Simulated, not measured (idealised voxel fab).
process module | voxel gate over fins
cross-section cut | 190 nm wide | cells 5 nm
A cross-section is a grid of square cells, given in bands from the top down. A band is one or more rows of cells.
Each band's line starts with the height of the band's top and of its bottom, in nm. Then come its materials from left to right, each with its width in nm. One material with "throughout" fills the band from edge to edge. "air" is empty space.
Height 0 is the level under which the wafer as received is all one material. The lowest band goes on downwards, as in "0 down".
A width such as "30 to 40" changes by the same amount from each row of cells to the next, from the band's top row to its bottom row.
"no change" after a step means that no cell of the cross-section changed.
closed voids: empty space of 8 cells or more with no open way to the top, each as width x height at its distance from the left edge, in nm
after a step's settings: what the simulator itself notes on the step
overlay nm, on a step with a mask: how far to the right of its planned place the mask lay; to the left if negative
Each pair below shows a cross-section before one step and the cross-section after it, down to the lowest band that changed. The line under each pair gives the step between them, with its settings. The pairs can come from different runs of this module on the same starting wafer, so a pair continues from the pair above only where its "before" says so.
before
  10 to 5: air 30 | TiN 35 | air 5 | TiN 35 | air 5 | TiN 35 | air 45
  5 to 0: air 30 | TiN 5 | HfO2 25 | TiN 5 | air 5 | TiN 5 | HfO2 25 | TiN 5 | air 5 | TiN 5 | HfO2 25 | TiN 5 | air 45
  0 to -5: air 30 | TiN 5 | HfO2 5 | Si 15 | HfO2 5 | TiN 5 | air 5 | TiN 5 | HfO2 5 | Si 15 | HfO2 5 | TiN 5 | air 5 | TiN 5 | HfO2 5 | Si 15 | HfO2 5 | TiN 5 | air 45
  -5 to -10: TiN 35 | HfO2 5 | Si 15 | HfO2 5 | TiN 15 | HfO2 5 | Si 15 | HfO2 5 | TiN 15 | HfO2 5 | Si 15 | HfO2 5 | TiN 50
  -10 to -15: HfO2 40 | Si 15 | HfO2 25 | Si 15 | HfO2 25 | Si 15 | HfO2 55
  -15 to -30: SiO2 40 | Si 15 | SiO2 25 | Si 15 | SiO2 25 | Si 15 | SiO2 55
  -30 down: Si throughout
  closed voids: none
after
  15 to 10: air 25 | TiAl 125 | air 40
  10 to 5: air 25 | TiAl 5 | TiN 35 | TiAl 5 | TiN 35 | TiAl 5 | TiN 35 | TiAl 5 | air 40
  5 to 0: air 25 | TiAl 5 | TiN 5 | HfO2 25 | TiN 5 | TiAl 5 | TiN 5 | HfO2 25 | TiN 5 | TiAl 5 | TiN 5 | HfO2 25 | TiN 5 | TiAl 5 | air 40
  0 to -5: TiAl 30 | TiN 5 | HfO2 5 | Si 15 | HfO2 5 | TiN 5 | TiAl 5 | TiN 5 | HfO2 5 | Si 15 | HfO2 5 | TiN 5 | TiAl 5 | TiN 5 | HfO2 5 | Si 15 | HfO2 5 | TiN 5 | TiAl 45
  below -5: unchanged
  closed voids: none
the step between: op CONFORMAL_DEP | material TiAl | thk nm 5
before: the cross-section after the pair above
after
  20 to 15: air 20 | TiN 135 | air 35
  15 to 10: air 20 | TiN 5 | TiAl 125 | TiN 5 | air 35
  10 to 5: air 20 | TiN 5 | TiAl 5 | TiN 35 | TiAl 5 | TiN 35 | TiAl 5 | TiN 35 | TiAl 5 | TiN 5 | air 35
  5 to 0: TiN 25 | TiAl 5 | TiN 5 | HfO2 25 | TiN 5 | TiAl 5 | TiN 5 | HfO2 25 | TiN 5 | TiAl 5 | TiN 5 | HfO2 25 | TiN 5 | TiAl 5 | TiN 40
  below 0: unchanged
  closed voids: none
the step between: op CONFORMAL_DEP | material TiN | thk nm 5
before: the cross-section after the pair above
after
  30 to 20: W throughout
  20 to 15: W 20 | TiN 135 | W 35
  15 to 10: W 20 | TiN 5 | TiAl 125 | TiN 5 | W 35
  10 to 5: W 20 | TiN 5 | TiAl 5 | TiN 35 | TiAl 5 | TiN 35 | TiAl 5 | TiN 35 | TiAl 5 | TiN 5 | W 35
  below 5: unchanged
  closed voids: none
the step between: op FILL_DEP | material W | thk nm 10
before: the cross-section after the pair above
after
  25 to 20: W throughout
  below 20: unchanged
  closed voids: none
the step between: op CMP | height nm 25
before: the cross-section after the pair above
after
  30 to 25: SiCN throughout
  below 25: unchanged
  closed voids: none
the step between: op CONFORMAL_DEP | material SiCN | thk nm 5
before
  10 to 0: air 45 | SiN 15 | air 25 | SiN 15 | air 25 | SiN 15 | air 50
  0 to -30: air 45 | Si 15 | air 25 | Si 15 | air 25 | Si 15 | air 50
  -30 down: Si throughout
  closed voids: none
after
  20 to 10: HfO2 throughout
  10 to 0: HfO2 45 | SiN 15 | HfO2 25 | SiN 15 | HfO2 25 | SiN 15 | HfO2 50
  0 to -30: HfO2 45 | Si 15 | HfO2 25 | Si 15 | HfO2 25 | Si 15 | HfO2 50
  below -30: unchanged
  closed voids: none
the step between: op FILL_DEP | material HfO2 | thk nm 10
before: the cross-section after the pair above
after
  10 to 0: HfO2 45 | SiN 15 | HfO2 25 | SiN 15 | HfO2 25 | SiN 15 | HfO2 50
  below 0: unchanged
  closed voids: none
the step between: op CMP | height nm 10
before: the cross-section after the pair above
after
  10 to 0: HfO2 45 | air 15 | HfO2 25 | air 15 | HfO2 25 | air 15 | HfO2 50
  below 0: unchanged
  closed voids: none
the step between: op STRIP | etch materials SiN
before: the cross-section after the pair above
after
  15 to 5: HfO2 50 | air 5 | HfO2 35 | air 5 | HfO2 35 | air 5 | HfO2 55
  5 to 0: HfO2 throughout
  below 0: unchanged
  closed voids: none
the step between: op CONFORMAL_DEP | material HfO2 | thk nm 5
before: the cross-section after the pair above
after
  20 to 15: TiN throughout
  15 to 5: HfO2 50 | TiN 5 | HfO2 35 | TiN 5 | HfO2 35 | TiN 5 | HfO2 55
  below 5: unchanged
  closed voids: none
the step between: op CONFORMAL_DEP | material TiN | thk nm 5
before: the cross-section after the pair above
after
  25 to 20: TiAl throughout
  below 20: unchanged
  closed voids: none
the step between: op CONFORMAL_DEP | material TiAl | thk nm 5
before: the cross-section after the pair above
after
  30 to 25: TiN throughout
  below 25: unchanged
  closed voids: none
the step between: op CONFORMAL_DEP | material TiN | thk nm 5
before: the cross-section after the pair above
after
  40 to 30: W throughout
  below 30: unchanged
  closed voids: none
the step between: op FILL_DEP | material W | thk nm 10
before: the cross-section after the pair above
after
  25 to 20: TiAl throughout
  below 20: unchanged
  closed voids: none
the step between: op CMP | height nm 25
before: the cross-section after the pair above
after
  30 to 25: SiCN throughout
  below 25: unchanged
  closed voids: none
the step between: op CONFORMAL_DEP | material SiCN | thk nm 5
before
  25 to 10: aC throughout
  10 to 0: SiN throughout
  0 down: Si throughout
  closed voids: none
after
  55 to 25: resist 45 | air 15 | resist 25 | air 15 | resist 25 | air 15 | resist 50
  below 25: unchanged
  closed voids: none
the step between: op PATTERN | tone open | mask id FINS | material resist | width nm 15 | pitch nm 40 | thk nm 30 | overlay nm 0
before: the cross-section after the pair above
after
  40 to 25: resist 45 | air 15 | resist 25 | air 15 | resist 25 | air 15 | resist 50
  25 to 10: aC 45 | air 15 | aC 25 | air 15 | aC 25 | air 15 | aC 50
  below 10: unchanged
  closed voids: none
the step between: op DIRECTIONAL_ETCH | etch materials aC | depth nm 15
before: the cross-section after the pair above
after
  25 to 10: aC 45 | air 15 | aC 25 | air 15 | aC 25 | air 15 | aC 50
  below 10: unchanged
  closed voids: none
the step between: op STRIP | etch materials resist
before: the cross-section after the pair above
after
  25 to 10: aC 45 | air 15 | aC 25 | air 15 | aC 25 | air 15 | aC 50
  10 to 0: SiN 45 | air 15 | SiN 25 | air 15 | SiN 25 | air 15 | SiN 50
  below 0: unchanged
  closed voids: none
the step between: op DIRECTIONAL_ETCH | etch materials SiN | depth nm 10
before: the cross-section after the pair above
after
  25 to 10: aC 45 | air 15 | aC 25 | air 15 | aC 25 | air 15 | aC 50
  10 to 0: SiN 45 | air 15 | SiN 25 | air 15 | SiN 25 | air 15 | SiN 50
  0 to -30: Si 45 | air 15 | Si 25 | air 15 | Si 25 | air 15 | Si 50
  below -30: unchanged
  closed voids: none
the step between: op DIRECTIONAL_ETCH | etch materials Si | depth nm 30
before: the cross-section after the pair above
after
  10 to 0: SiN 45 | air 15 | SiN 25 | air 15 | SiN 25 | air 15 | SiN 50
  below 0: unchanged
  closed voids: none
the step between: op STRIP | etch materials aC
before: the cross-section after the pair above
after
  20 to 10: SiO2 throughout
  10 to 0: SiN 45 | SiO2 15 | SiN 25 | SiO2 15 | SiN 25 | SiO2 15 | SiN 50
  0 to -30: Si 45 | SiO2 15 | Si 25 | SiO2 15 | Si 25 | SiO2 15 | Si 50
  below -30: unchanged
  closed voids: none
the step between: op FILL_DEP | material SiO2 | thk nm 10
before: the cross-section after the pair above
after
  10 to 0: SiN 45 | SiO2 15 | SiN 25 | SiO2 15 | SiN 25 | SiO2 15 | SiN 50
  below 0: unchanged
  closed voids: none
the step between: op CMP | height nm 10
before: the cross-section after the pair above
after
  10 to 0: SiN 45 | air 15 | SiN 25 | air 15 | SiN 25 | air 15 | SiN 50
  0 to -15: Si 45 | air 15 | Si 25 | air 15 | Si 25 | air 15 | Si 50
  below -15: unchanged
  closed voids: none
the step between: op SELECTIVE_ETCH | etch materials SiO2 | depth nm 25
before: the cross-section after the pair above
after
  0 to -15: Si 45 | air 15 | Si 25 | air 15 | Si 25 | air 15 | Si 50
  below -15: unchanged
  closed voids: none
the step between: op STRIP | etch materials SiN
before: the cross-section after the pair above
after
  5 to 0: HfO2 50 | air 5 | HfO2 35 | air 5 | HfO2 35 | air 5 | HfO2 55
  0 to -10: Si 45 | HfO2 5 | air 5 | HfO2 5 | Si 25 | HfO2 5 | air 5 | HfO2 5 | Si 25 | HfO2 5 | air 5 | HfO2 5 | Si 50
  -10 to -15: Si 45 | HfO2 15 | Si 25 | HfO2 15 | Si 25 | HfO2 15 | Si 50
  below -15: unchanged
  closed voids: none
the step between: op CONFORMAL_DEP | material HfO2 | thk nm 5
before: the cross-section after the pair above
after
  10 to 5: TiN throughout
  5 to 0: HfO2 50 | TiN 5 | HfO2 35 | TiN 5 | HfO2 35 | TiN 5 | HfO2 55
  0 to -10: Si 45 | HfO2 5 | TiN 5 | HfO2 5 | Si 25 | HfO2 5 | TiN 5 | HfO2 5 | Si 25 | HfO2 5 | TiN 5 | HfO2 5 | Si 50
  below -10: unchanged
  closed voids: none
the step between: op CONFORMAL_DEP | material TiN | thk nm 5
before: the cross-section after the pair above
after
  15 to 10: TiAl throughout
  below 10: unchanged
  closed voids: none
the step between: op CONFORMAL_DEP | material TiAl | thk nm 5
before: the cross-section after the pair above
after
  20 to 15: TiN throughout
  below 15: unchanged
  closed voids: none
the step between: op CONFORMAL_DEP | material TiN | thk nm 5
before: the cross-section after the pair above
after
  30 to 20: W throughout
  below 20: unchanged
  closed voids: none
the step between: op FILL_DEP | material W | thk nm 10
before: the cross-section after the pair above
after
  25 to 20: W throughout
  below 20: unchanged
  closed voids: none
the step between: op CMP | height nm 25
before: the cross-section after the pair above
after
  30 to 25: SiCN throughout
  below 25: unchanged
  closed voids: none
the step between: op CONFORMAL_DEP | material SiCN | thk nm 5
